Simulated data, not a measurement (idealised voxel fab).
The following process module bears the name voxel self aligned vias.
Pictured: cross-section cut, 195 nm wide, on a grid of 5 nm square cells.
How to read a cross-section here: the picture is a grid of square cells, written as bands going from the top down, and any band can span one or more rows of cells. Read a band's entry like this: the first values are the height of its top and the height of its bottom in nm, and what follows is the sequence of materials from left to right, each with its width in nm. Note that "blank" is empty space, and that a single material marked "throughout" reaches across the band from edge to edge. Note: height 0 marks the level under which the wafer is uniformly one material as received. Lowest band unbounded below, written "0 and below". Width "30->40": first value at the band's top row of cells, second value at its bottom row, equal change from row to row. Basically "nothing was modified" means that step didn't change any cell in the cross-section. Enclosed internal cavities: empty space of 8 cells or more with no open way to the top, each as width x height at its distance from the left edge, in nm. Note: text after step settings on the step line = simulator remark on that step. When a step includes a mask, the "overlay nm" setting on its line states how far to the right of its planned place that mask lay, and negative values state how far to the left.
### The process steps that were planned are listed below
| 1 | RECEIVE,material Si |
| 2 | CONFORMAL_DEP,material SiO2,thk nm 10 |
| 3 | CONFORMAL_DEP,material SiCN,thk nm 5 |
| 4 | DIRECTIONAL_DEP,material SiO2,thk nm 30 |
| 5 | MASKED_ETCH,tone open,mask id LINES,width nm 20,pitch nm 60,etch materials SiO2,depth nm 30,overlay nm 0 |
| 6 | CONFORMAL_DEP,material TiN,thk nm 5 |
| 7 | FILL_DEP,material Ru,thk nm 10 |
| 8 | CMP,height nm 45 |
| 9 | SELECTIVE_ETCH,etch materials W Ru TiN,depth nm 5 |
| 10 | FILL_DEP,material SiN,thk nm 5 |
| 11 | CMP,height nm 45 |
| 12 | DIRECTIONAL_DEP,material SiO2,thk nm 20 |
| 13 | DIRECTIONAL_DEP,material aC,thk nm 10 |
| 14 | PATTERN,tone open,mask id VIAS,material resist,width nm 40,pitch nm 60,thk nm 30,overlay nm 0 |
| 15 | DIRECTIONAL_ETCH,etch materials aC,depth nm 10 |
| 16 | STRIP,etch materials resist |
| 17 | DIRECTIONAL_ETCH,etch materials SiO2,depth nm 20 |
| 18 | DIRECTIONAL_ETCH,etch materials SiN,depth nm 5 |
| 19 | STRIP,etch materials aC |
| 20 | CONFORMAL_DEP,material TiN,thk nm 5 |
| 21 | FILL_DEP,material W,thk nm 10 |
| 22 | CMP,height nm 65 |
| 23 | CONFORMAL_DEP,material SiCN,thk nm 5 |
### Cross-section of the wafer at receipt, which is the condition after step 1
> 0 and below  Si throughout
> Enclosed internal cavities: none
### a wafer at the end: this start, this plan, one mistake
> 70 down to 65  SiO2 throughout
> 65 down to 50  SiO2 45 / TiN 5 / W 30 / TiN 5 / SiO2 20 / TiN 5 / W 30 / TiN 5 / SiO2 50
> 50 down to 45  SiO2 45 / TiN 15 / W 10 / TiN 15 / SiO2 20 / TiN 15 / W 10 / TiN 15 / SiO2 50
> 45 down to 40  SiO2 55 / TiN 20 / SiO2 40 / TiN 20 / SiO2 60
> 40 down to 20  SiO2 55 / TiN 5 / Ru 10 / TiN 5 / SiO2 40 / TiN 5 / Ru 10 / TiN 5 / SiO2 60
> 20 down to 15  SiO2 55 / TiN 20 / SiO2 40 / TiN 20 / SiO2 60
> 15 down to 10  SiCN throughout
> 10 down to 0  SiO2 throughout
> 0 and below  Si throughout
> Enclosed internal cavities: none
Where did the run depart from the plan? step 23 did not happen as planned, as run it was CONFORMAL_DEP,material SiO2,thk nm 5
